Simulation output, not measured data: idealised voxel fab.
process module | voxel transistor to metal
Displayed cross-section: cut, width of 205 nm, square cells sized 5 nm.
For the purposes of this document, a cross-section shall be understood as a grid of square cells, specified as bands listed in top-to-bottom order, each band consisting of one or more rows of cells. Top height, bottom height, nm. Materials left to right, width each, nm. Single material + "all across" = fills band edge to edge. "air" = empty. Basically, 0 is our baseline, since under it the wafer straight out of the box is all one material. The bottom band has no lower end and keeps on going down, so it looks like "0 nm and below". The notation "30..40" denotes a width that varies across the rows of cells in the band, beginning at the first number in the top row, finishing at the second number in the bottom row, and changing by an identical amount from each row to the next. The cross-section has no changed cell in any step marked "nothing was modified". In "closed voids" the enclosed voids are listed, meaning empty spaces of 8 cells or larger without any opening to the top. The form is width x height at distance, distance from the left edge, units nm. If you see something after the settings on a step's line, that's the simulator's own remark about that step. For masked steps, "overlay nm" on the step line gives how far right of plan the mask actually lay; a minus sign means it lay to the left.

**Steps in the process plan**
1. RECEIVE (material Si)
2. CONFORMAL_DEP (material SiO2; thk nm 5)
3. CONFORMAL_DEP (material SiN; thk nm 10)
4. DIRECTIONAL_DEP (material aC; thk nm 10)
5. PATTERN (tone cover; mask id ACTIVE; material resist; width nm 135; thk nm 30; overlay nm 0)
6. DIRECTIONAL_ETCH (etch materials aC; depth nm 10)
7. STRIP (etch materials resist)
8. DIRECTIONAL_ETCH (etch materials SiN; depth nm 10)
9. DIRECTIONAL_ETCH (etch materials SiO2; depth nm 5)
10. DIRECTIONAL_ETCH (etch materials Si; depth nm 30)
11. STRIP (etch materials aC)
12. FILL_DEP (material SiO2; thk nm 15)
13. CMP (height nm 15)
14. SELECTIVE_ETCH (etch materials SiO2; depth nm 10)
15. STRIP (etch materials SiN)
16. SELECTIVE_ETCH (etch materials SiO2; depth nm 5)
17. OXIDIZE (depth nm 5)
18. DIRECTIONAL_DEP (material polySi; thk nm 25)
19. DIRECTIONAL_DEP (material SiCN; thk nm 15)
20. MASKED_ETCH (tone cover; mask id GATE; width nm 35; etch materials SiCN; depth nm 25; overlay nm 0)
21. MASKED_ETCH (tone cover; mask id GATE; width nm 35; etch materials polySi; depth nm 35; overlay nm 0)
22. CONFORMAL_DEP (material SiN; thk nm 10)
23. DIRECTIONAL_ETCH (etch materials SiN; depth nm 10)
24. DIRECTIONAL_ETCH (etch materials SiO2; depth nm 5)
25. DIRECTIONAL_ETCH (etch materials Si; depth nm 5)
26. EPI (material SiGe; thk nm 5)
27. FILL_DEP (material SiO2; thk nm 5)
28. CMP (height nm 25)
29. STRIP (etch materials polySi)
30. SELECTIVE_ETCH (etch materials SiO2; depth nm 5)
31. CONFORMAL_DEP (material HfO2; thk nm 5)
32. CONFORMAL_DEP (material TiN; thk nm 5)
33. FILL_DEP (material W; thk nm 10)
34. CMP (height nm 20)
35. DIRECTIONAL_DEP (material SiO2; thk nm 15)
36. PATTERN (tone open; mask id CONTACT; material resist; width nm 20; pitch nm 95; thk nm 20; overlay nm 0)
37. DIRECTIONAL_ETCH (etch materials SiO2; depth nm 40)
38. STRIP (etch materials resist)
39. CONFORMAL_DEP (material TiN; thk nm 5)
40. FILL_DEP (material W; thk nm 5)
41. CMP (height nm 35)
42. DIRECTIONAL_DEP (material TiN; thk nm 5)
43. DIRECTIONAL_DEP (material W; thk nm 25)
44. DIRECTIONAL_DEP (material aC; thk nm 15)
45. PATTERN (tone cover; mask id METAL_1; material resist; width nm 20; pitch nm 95; thk nm 30; overlay nm 0)
46. DIRECTIONAL_ETCH (etch materials aC; depth nm 15)
47. STRIP (etch materials resist)
48. DIRECTIONAL_ETCH (etch materials W; depth nm 25)
49. DIRECTIONAL_ETCH (etch materials TiN; depth nm 5)
50. STRIP (etch materials aC)
51. CONFORMAL_DEP (material SiN; thk nm 5)
52. FILL_DEP (material lowk; thk nm 10)
53. CMP (height nm 65)
54. CONFORMAL_DEP (material SiCN; thk nm 5)
Same starting wafers, different thk nm at step 2. Plan value belongs to the first wafer.

**So this is the first of several wafers, cross-sectioned as it came to us, meaning it's at the end of step 1**
0 nm and below | Si all across
closed voids: none

**Per-wafer rows below. For each material: cells gained (+) or lost (-) since the wafer was received, as of end of module. Then: closed voids**
thk nm 5; +17 HfO2; -127 Si; +41 SiCN; +18 SiGe; +69 SiN; +279 SiO2; +55 TiN; +77 W; +145 lowk; closed voids: none
thk nm 10; +15 HfO2; -44 Si; +41 SiCN; +28 SiGe; +69 SiN; +199 SiO2; +51 TiN; +70 W; +145 lowk; closed voids: none
thk nm 15; +17 HfO2; -71 Si; +41 SiCN; +32 SiGe; +69 SiN; +209 SiO2; +55 TiN; +77 W; +145 lowk; closed voids: none
thk nm 20; +17 HfO2; -71 Si; +41 SiCN; +32 SiGe; +69 SiN; +209 SiO2; +55 TiN; +77 W; +145 lowk; closed voids: none
